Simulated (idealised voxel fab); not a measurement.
process module | voxel tone inversion
cross-section cut | 255 nm wide | cells 5 nm
A cross-section is a grid of square cells, given in bands from the top down. A band is one or more rows of cells.
Each band's line starts with the height of the band's top and of its bottom, in nm. Then come its materials from left to right, each with its width in nm. One material with "throughout" fills the band from edge to edge. "air" is empty space.
Height 0 is the level under which the wafer as received is all one material. The lowest band goes on downwards, as in "0 down".
A width such as "30 to 40" changes by the same amount from each row of cells to the next, from the band's top row to its bottom row.
"no change" after a step means that no cell of the cross-section changed.
closed voids: empty space of 8 cells or more with no open way to the top, each as width x height at its distance from the left edge, in nm
after a step's settings: what the simulator itself notes on the step
overlay nm, on a step with a mask: how far to the right of its planned place the mask lay; to the left if negative
plan
1 op RECEIVE | material Si
2 op CONFORMAL_DEP | material SiCN | thk nm 5
3 op DIRECTIONAL_DEP | material polySi | thk nm 15
4 op PATTERN | tone cover | mask id POSTS | material resist | width nm 25 | pitch nm 45 | thk nm 20 | overlay nm 0
5 op DIRECTIONAL_ETCH | etch materials polySi | depth nm 15
6 op STRIP | etch materials resist
7 op FILL_DEP | material lowk | thk nm 5
8 op CMP | height nm 20
9 op STRIP | etch materials polySi
10 op CONFORMAL_DEP | material TiN | thk nm 5
11 op FILL_DEP | material Ru | thk nm 10
12 op CMP | height nm 20
13 op CONFORMAL_DEP | material SiCN | thk nm 5
as received, after step 1
  0 down: Si throughout
  closed voids: none
a wafer at the end: this start, this plan, one mistake
  25 to 20: SiCN throughout
  20 to 10: Ru 85 | TiN 5 | lowk 25 | TiN 5 | Ru 10 | TiN 5 | lowk 25 | TiN 5 | Ru 90
  10 to 5: TiN 90 | lowk 25 | TiN 20 | lowk 25 | TiN 95
  5 to 0: SiCN throughout
  0 down: Si throughout
  closed voids: none
what went wrong: step 4 ran as: op PATTERN | tone open | mask id POSTS | material resist | width nm 25 | pitch nm 45 | thk nm 20 | overlay nm 0
